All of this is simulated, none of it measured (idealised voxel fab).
process module | voxel trench capacitor
cross-section cut | 285 nm wide | cells 5 nm
A cross-section is a grid of square cells, given in bands from the top down. A band is one or more rows of cells.
Each band's line starts with the height of the band's top and of its bottom, in nm. Then come its materials from left to right, each with its width in nm. One material with "throughout" fills the band from edge to edge. "air" is empty space.
Height 0 is the level under which the wafer as received is all one material. The lowest band goes on downwards, as in "0 down".
A width such as "30 to 40" changes by the same amount from each row of cells to the next, from the band's top row to its bottom row.
"no change" after a step means that no cell of the cross-section changed.
closed voids: empty space of 8 cells or more with no open way to the top, each as width x height at its distance from the left edge, in nm
after a step's settings: what the simulator itself notes on the step
overlay nm, on a step with a mask: how far to the right of its planned place the mask lay; to the left if negative
plan
1 op RECEIVE | material Si
2 op CONFORMAL_DEP | material SiN | thk nm 5
3 op MASKED_ETCH | tone open | mask id TRENCH | width nm 30 | pitch nm 50 | etch materials SiN | depth nm 5 | overlay nm 0
4 op MASKED_ETCH | tone open | mask id TRENCH | width nm 20 | pitch nm 50 | etch materials Si | depth nm 25 | overlay nm 0
5 op CONFORMAL_DEP | material HfO2 | thk nm 5
6 op CONFORMAL_DEP | material TiN | thk nm 5
7 op FILL_DEP | material W | thk nm 5
8 op CMP | height nm 5
varied across the wafers: width nm of step 4. The plan shows the first wafer's value. All wafers start alike
first wafer as received, after step 1
  0 down: Si throughout
  closed voids: none
first wafer at the end, after step 8
  5 to 0: SiN 100 | HfO2 10 | TiN 10 | HfO2 10 | SiN 20 | HfO2 10 | TiN 10 | HfO2 10 | SiN 105
  0 to -20: Si 105 | HfO2 5 | TiN 10 | HfO2 5 | Si 30 | HfO2 5 | TiN 10 | HfO2 5 | Si 110
  -20 to -25: Si 105 | HfO2 20 | Si 30 | HfO2 20 | Si 110
  -25 down: Si throughout
  closed voids: none
last wafer at the end
  5 to 0: SiN 100 | HfO2 5 | TiN 5 | W 10 | TiN 5 | HfO2 5 | SiN 20 | HfO2 5 | TiN 5 | W 10 | TiN 5 | HfO2 5 | SiN 105
  0 to -15: Si 100 | HfO2 5 | TiN 5 | W 10 | TiN 5 | HfO2 5 | Si 20 | HfO2 5 | TiN 5 | W 10 | TiN 5 | HfO2 5 | Si 105
  -15 to -20: Si 100 | HfO2 5 | TiN 20 | HfO2 5 | Si 20 | HfO2 5 | TiN 20 | HfO2 5 | Si 105
  -20 to -25: Si 100 | HfO2 30 | Si 20 | HfO2 30 | Si 105
  -25 down: Si throughout
  closed voids: none
each wafer at the end: cells of each material gained (+) or lost (-) since it was received, then its closed voids
width nm 20 | +32 HfO2 | -40 Si | +45 SiN | +20 TiN | closed voids: none
width nm 25 | +32 HfO2 | -50 Si | +45 SiN | +22 TiN | +8 W | closed voids: none
width nm 30 | +32 HfO2 | -60 Si | +45 SiN | +24 TiN | +16 W | closed voids: none
width nm 35 | +32 HfO2 | -60 Si | +45 SiN | +24 TiN | +16 W | closed voids: none
